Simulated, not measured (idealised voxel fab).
process module | voxel ribs on slabs
285 nm wide, 5 nm square cells: that's cross-section cut.
We lay out every cross-section as a grid of square cells and spell it out in bands from the top down, where one band means one or more rows of cells. Band: top height; bottom height; in nm. Then, left to right: material with width in nm, for each material. "edge to edge": a single material spanning edge to edge. "air": empty space. The reference from which all heights are counted is 0, the level beneath which the as-received wafer is entirely one material; the lowest band, having no lower bound, proceeds downward and is written after the example "from 0 down". The two numbers in a width such as "30..40" mark its ends across the band: the first belongs to the top row of cells, the second to the bottom row, and from each row to the next the width moves by the same amount. For the purposes of this document, the phrase "no alteration" attached to a step denotes that no cell within the cross-section was modified by that step. So "Enclosed void entries" is basically the list of trapped voids: any empty space of 8 cells or more that can't reach the top through an opening. They're written width x height at distance, the distance being from the left edge, and it's all nm. Past the settings on a step's line: simulator remark, on that step. overlay nm: for a step with a mask, the amount by which the mask lay right of where it was planned; a negative amount means left of it.
**The process steps that were planned are listed below**
- 1: RECEIVE (material Si)
- 2: DIRECTIONAL_DEP (material SiO2; thk nm 20)
- 3: DIRECTIONAL_DEP (material polySi; thk nm 15)
- 4: PATTERN (tone cover; mask id RIB; material resist; width nm 20; thk nm 15; overlay nm 0)
- 5: DIRECTIONAL_ETCH (etch materials polySi; depth nm 5)
- 6: STRIP (etch materials resist)
- 7: MASKED_ETCH (tone cover; mask id SLAB; width nm 60; etch materials polySi; depth nm 10; overlay nm 0)
- 8: FILL_DEP (material SiO2; thk nm 20)
- 9: CMP (height nm 50)
- 10: DIRECTIONAL_DEP (material TiN; thk nm 5)
- 11: PATTERN (tone cover; mask id HEATER; material resist; width nm 30; thk nm 20; overlay nm 0)
- 12: DIRECTIONAL_ETCH (etch materials TiN; depth nm 5)
- 13: STRIP (etch materials resist)
- 14: CONFORMAL_DEP (material SiN; thk nm 10)
**Run as planned: first of two wafers**
**As-received state of the wafer in cross-section, equivalent to post-step 1**
  from 0 down  Si edge to edge
  Enclosed void entries: none
**Once step 2 is through, the wafer looks like this in cross-section**
  from 20 to 0  SiO2 edge to edge
  Below 0, the layers are the same as they were.
**Once step 3 is through, the wafer looks like this in cross-section**
  from 35 to 20  polySi edge to edge
  Below 20, the layers are the same as they were.
**Once step 4 is through, the wafer looks like this in cross-section**
  from 50 to 35  air 130 nm  resist 20 nm  air 135 nm
  Below 35, the layers are the same as they were.
**Once step 5 is through, the wafer looks like this in cross-section**
  from 50 to 35  air 130 nm  resist 20 nm  air 135 nm
  from 35 to 30  air 130 nm  polySi 20 nm  air 135 nm
  Below 30, the layers are the same as they were.
**Once step 6 is through, the wafer looks like this in cross-section**
  from 35 to 30  air 130 nm  polySi 20 nm  air 135 nm
  Below 30, the layers are the same as they were.
**Once step 7 is through, the wafer looks like this in cross-section**
  from 35 to 30  air 130 nm  polySi 20 nm  air 135 nm
  from 30 to 20  air 110 nm  polySi 60 nm  air 115 nm
  Below 20, the layers are the same as they were.
**Once step 8 is through, the wafer looks like this in cross-section**
  from 55 to 35  SiO2 edge to edge
  from 35 to 30  SiO2 130 nm  polySi 20 nm  SiO2 135 nm
  from 30 to 20  SiO2 110 nm  polySi 60 nm  SiO2 115 nm
  Below 20, the layers are the same as they were.
**Once step 9 is through, the wafer looks like this in cross-section**
  from 50 to 35  SiO2 edge to edge
  Below 35, the layers are the same as they were.
**Once step 10 is through, the wafer looks like this in cross-section**
  from 55 to 50  TiN edge to edge
  Below 50, the layers are the same as they were.
**Once step 11 is through, the wafer looks like this in cross-section**
  from 75 to 55  air 125 nm  resist 30 nm  air 130 nm
  Below 55, the layers are the same as they were.
**Once step 12 is through, the wafer looks like this in cross-section**
  from 75 to 55  air 125 nm  resist 30 nm  air 130 nm
  from 55 to 50  air 125 nm  TiN 30 nm  air 130 nm
  Below 50, the layers are the same as they were.
**Once step 13 is through, the wafer looks like this in cross-section**
  from 55 to 50  air 125 nm  TiN 30 nm  air 130 nm
  Below 50, the layers are the same as they were.
**Once step 14 is through, the wafer looks like this in cross-section**
  from 65 to 60  air 115 nm  SiN 50 nm  air 120 nm
  from 60 to 55  SiN edge to edge
  from 55 to 50  SiN 125 nm  TiN 30 nm  SiN 130 nm
  Below 50, the layers are the same as they were.
**The remaining wafer, second of the two, started like the first and was run to the same plan, except that one mistake was made along the way; the two coincide through step 3, inclusive**
**Planned end of step 4: second wafer, cross-section**
  from 50 to 35  resist 130 nm  air 20 nm  resist 135 nm
  Below 35, the layers are the same as they were.
**Planned end of step 5: second wafer, cross-section**
  from 50 to 35  resist 130 nm  air 20 nm  resist 135 nm
  from 35 to 30  polySi 130 nm  air 20 nm  polySi 135 nm
  Below 30, the layers are the same as they were.
**Planned end of step 6: second wafer, cross-section**
  from 35 to 30  polySi 130 nm  air 20 nm  polySi 135 nm
  Below 30, the layers are the same as they were.
**Planned end of step 7: second wafer, cross-section**
  from 35 to 30  air 110 nm  polySi 20 nm  air 20 nm  polySi 20 nm  air 115 nm
  from 30 to 25  air 110 nm  polySi 60 nm  air 115 nm
  Below 25, the layers are the same as they were.
**Planned end of step 8: second wafer, cross-section**
  from 55 to 35  SiO2 edge to edge
  from 35 to 30  SiO2 110 nm  polySi 20 nm  SiO2 20 nm  polySi 20 nm  SiO2 115 nm
  from 30 to 25  SiO2 110 nm  polySi 60 nm  SiO2 115 nm
  Below 25, the layers are the same as they were.
**Planned end of step 9: second wafer, cross-section**
  from 50 to 35  SiO2 edge to edge
  Below 35, the layers are the same as they were.
**Planned end of step 10: second wafer, cross-section**
  from 55 to 50  TiN edge to edge
  Below 50, the layers are the same as they were.
**Planned end of step 11: second wafer, cross-section**
  from 75 to 55  air 125 nm  resist 30 nm  air 130 nm
  Below 55, the layers are the same as they were.
**Planned end of step 12: second wafer, cross-section**
  from 75 to 55  air 125 nm  resist 30 nm  air 130 nm
  from 55 to 50  air 125 nm  TiN 30 nm  air 130 nm
  Below 50, the layers are the same as they were.
**Planned end of step 13: second wafer, cross-section**
  from 55 to 50  air 125 nm  TiN 30 nm  air 130 nm
  Below 50, the layers are the same as they were.
**Planned end of step 14: second wafer, cross-section**
  from 65 to 60  air 115 nm  SiN 50 nm  air 120 nm
  from 60 to 55  SiN edge to edge
  from 55 to 50  SiN 125 nm  TiN 30 nm  SiN 130 nm
  Below 50, the layers are the same as they were.
Here's what went sideways: the process deviated at step 4: the operation and settings actually run there were PATTERN (tone open; mask id RIB; material resist; width nm 20; thk nm 15; overlay nm 0)
Once processing is complete, comparing cell counts shows that the second wafer has more or fewer of certain materials than the first: SiO2: 49 fewer; polySi: 49 more
